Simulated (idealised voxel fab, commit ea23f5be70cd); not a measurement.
This is a process module. Its name is voxel self aligned vias.
275 nm wide, 5 nm square cells: that's cross-section cut.
Square cells in a grid make up a cross-section in this document, and the grid is given as bands, listed from the top down, each one or more rows of cells. Top height, bottom height, nm. Materials left to right, width each, nm. Single material + "full width" = fills band edge to edge. "empty" = empty. Note: height 0 marks the level under which the wafer is uniformly one material as received. Lowest band unbounded below, written "0 and below". With a width like "30 to 40", each row of cells in the band differs from the next by the same amount, the top row carrying the first number and the bottom row the second. The cross-section has no changed cell in any step marked "nothing changed". Fully enclosed voids: empty space of 8 cells or more with no open way to the top, each as width x height at its distance from the left edge, in nm. What comes after the settings on a step's line is commentary from the simulator itself on that step. overlay nm: how far to the right of its planned place the mask lay on this masked step (negative: to the left).

Steps planned for the process
step 1: op RECEIVE | material Si
step 2: op CONFORMAL_DEP | material SiO2 | thk nm 15
step 3: op CONFORMAL_DEP | material SiCN | thk nm 5
step 4: op DIRECTIONAL_DEP | material lowk | thk nm 30
step 5: op DIRECTIONAL_DEP | material aC | thk nm 15
step 6: op PATTERN | tone open | mask id LINES | material resist | width nm 20 | pitch nm 60 | thk nm 35 | overlay nm 0
step 7: op DIRECTIONAL_ETCH | etch materials aC | depth nm 15
step 8: op STRIP | etch materials resist
step 9: op DIRECTIONAL_ETCH | etch materials lowk | depth nm 30
step 10: op STRIP | etch materials aC
step 11: op CONFORMAL_DEP | material TiN | thk nm 5
step 12: op FILL_DEP | material W | thk nm 10
step 13: op CMP | height nm 50
step 14: op SELECTIVE_ETCH | etch materials W Ru TiN | depth nm 5
step 15: op FILL_DEP | material SiN | thk nm 5
step 16: op CMP | height nm 50
step 17: op DIRECTIONAL_DEP | material lowk | thk nm 20
step 18: op MASKED_ETCH | tone open | mask id VIAS | width nm 30 | pitch nm 60 | etch materials lowk | depth nm 20 | overlay nm 0
step 19: op MASKED_ETCH | tone open | mask id VIAS | width nm 30 | pitch nm 60 | etch materials SiN | depth nm 5 | overlay nm 0
step 20: op CONFORMAL_DEP | material TiN | thk nm 5
step 21: op FILL_DEP | material Cu | thk nm 10
step 22: op CMP | height nm 70
step 23: op CONFORMAL_DEP | material SiN | thk nm 5

First wafer of two (run as planned)

Cross-section of the wafer at receipt, which is the condition after step 1
	0 and below  Si full width
	Fully enclosed voids: none

Wafer after step 2 (cross-section)
	15 down to 0  SiO2 full width
	For the remainder of the cross-section, below 0, there is no change.

Wafer after step 3 (cross-section)
	20 down to 15  SiCN full width
	For the remainder of the cross-section, below 15, there is no change.

Wafer after step 4 (cross-section)
	50 down to 20  lowk full width
	For the remainder of the cross-section, below 20, there is no change.

Wafer after step 5 (cross-section)
	65 down to 50  aC full width
	For the remainder of the cross-section, below 50, there is no change.

Wafer after step 6 (cross-section)
	100 down to 65  resist 65, empty 20, resist 40, empty 20, resist 40, empty 20, resist 70
	For the remainder of the cross-section, below 65, there is no change.

Wafer after step 7 (cross-section)
	85 down to 65  resist 65, empty 20, resist 40, empty 20, resist 40, empty 20, resist 70
	65 down to 50  aC 65, empty 20, aC 40, empty 20, aC 40, empty 20, aC 70
	For the remainder of the cross-section, below 50, there is no change.

Wafer after step 8 (cross-section)
	65 down to 50  aC 65, empty 20, aC 40, empty 20, aC 40, empty 20, aC 70
	For the remainder of the cross-section, below 50, there is no change.

Wafer after step 9 (cross-section)
	65 down to 50  aC 65, empty 20, aC 40, empty 20, aC 40, empty 20, aC 70
	50 down to 20  lowk 65, empty 20, lowk 40, empty 20, lowk 40, empty 20, lowk 70
	For the remainder of the cross-section, below 20, there is no change.

Wafer after step 10 (cross-section)
	50 down to 20  lowk 65, empty 20, lowk 40, empty 20, lowk 40, empty 20, lowk 70
	For the remainder of the cross-section, below 20, there is no change.

Wafer after step 11 (cross-section)
	55 down to 50  TiN 70, empty 10, TiN 50, empty 10, TiN 50, empty 10, TiN 75
	50 down to 25  lowk 65, TiN 5, empty 10, TiN 5, lowk 40, TiN 5, empty 10, TiN 5, lowk 40, TiN 5, empty 10, TiN 5, lowk 70
	25 down to 20  lowk 65, TiN 20, lowk 40, TiN 20, lowk 40, TiN 20, lowk 70
	For the remainder of the cross-section, below 20, there is no change.

Wafer after step 12 (cross-section)
	65 down to 55  W full width
	55 down to 50  TiN 70, W 10, TiN 50, W 10, TiN 50, W 10, TiN 75
	50 down to 25  lowk 65, TiN 5, W 10, TiN 5, lowk 40, TiN 5, W 10, TiN 5, lowk 40, TiN 5, W 10, TiN 5, lowk 70
	For the remainder of the cross-section, below 25, there is no change.

Wafer after step 13 (cross-section)
	50 down to 25  lowk 65, TiN 5, W 10, TiN 5, lowk 40, TiN 5, W 10, TiN 5, lowk 40, TiN 5, W 10, TiN 5, lowk 70
	For the remainder of the cross-section, below 25, there is no change.

Wafer after step 14 (cross-section)
	50 down to 45  lowk 65, empty 20, lowk 40, empty 20, lowk 40, empty 20, lowk 70
	For the remainder of the cross-section, below 45, there is no change.

Wafer after step 15 (cross-section)
	55 down to 50  SiN full width
	50 down to 45  lowk 65, SiN 20, lowk 40, SiN 20, lowk 40, SiN 20, lowk 70
	For the remainder of the cross-section, below 45, there is no change.

Wafer after step 16 (cross-section)
	50 down to 45  lowk 65, SiN 20, lowk 40, SiN 20, lowk 40, SiN 20, lowk 70
	For the remainder of the cross-section, below 45, there is no change.

Wafer after step 17 (cross-section)
	70 down to 50  lowk full width
	For the remainder of the cross-section, below 50, there is no change.

Wafer after step 18 (cross-section)
	70 down to 50  lowk 60, empty 30, lowk 30, empty 30, lowk 30, empty 30, lowk 65
	For the remainder of the cross-section, below 50, there is no change.

Wafer after step 19 (cross-section)
	70 down to 50  lowk 60, empty 30, lowk 30, empty 30, lowk 30, empty 30, lowk 65
	50 down to 45  lowk 65, empty 20, lowk 40, empty 20, lowk 40, empty 20, lowk 70
	For the remainder of the cross-section, below 45, there is no change.

Wafer after step 20 (cross-section)
	75 down to 70  TiN 65, empty 20, TiN 40, empty 20, TiN 40, empty 20, TiN 70
	70 down to 55  lowk 60, TiN 5, empty 20, TiN 5, lowk 30, TiN 5, empty 20, TiN 5, lowk 30, TiN 5, empty 20, TiN 5, lowk 65
	55 down to 50  lowk 60, TiN 10, empty 10, TiN 10, lowk 30, TiN 10, empty 10, TiN 10, lowk 30, TiN 10, empty 10, TiN 10, lowk 65
	50 down to 45  lowk 65, TiN 20, lowk 40, TiN 20, lowk 40, TiN 20, lowk 70
	For the remainder of the cross-section, below 45, there is no change.

Wafer after step 21 (cross-section)
	85 down to 75  Cu full width
	75 down to 70  TiN 65, Cu 20, TiN 40, Cu 20, TiN 40, Cu 20, TiN 70
	70 down to 55  lowk 60, TiN 5, Cu 20, TiN 5, lowk 30, TiN 5, Cu 20, TiN 5, lowk 30, TiN 5, Cu 20, TiN 5, lowk 65
	55 down to 50  lowk 60, TiN 10, Cu 10, TiN 10, lowk 30, TiN 10, Cu 10, TiN 10, lowk 30, TiN 10, Cu 10, TiN 10, lowk 65
	For the remainder of the cross-section, below 50, there is no change.

Wafer after step 22 (cross-section)
	70 down to 55  lowk 60, TiN 5, Cu 20, TiN 5, lowk 30, TiN 5, Cu 20, TiN 5, lowk 30, TiN 5, Cu 20, TiN 5, lowk 65
	For the remainder of the cross-section, below 55, there is no change.

Wafer after step 23 (cross-section)
	75 down to 70  SiN full width
	For the remainder of the cross-section, below 70, there is no change.

Regarding the second of the two wafers: it shared the first wafer's starting condition and process plan, yet one error occurred during its execution. Its history coincides with that of the first wafer up to and including step 21

Planned end of step 22: second wafer, cross-section
	75 down to 70  TiN 65, Cu 20, TiN 40, Cu 20, TiN 40, Cu 20, TiN 70
	For the remainder of the cross-section, below 70, there is no change.

Planned end of step 23: second wafer, cross-section
	80 down to 75  SiN full width
	For the remainder of the cross-section, below 75, there is no change.
Plan not followed: step 22 changed vs plan, executed as op CMP | height nm 75
Materials where the second wafer ends with more or fewer cells than the first: Cu +12; TiN +43
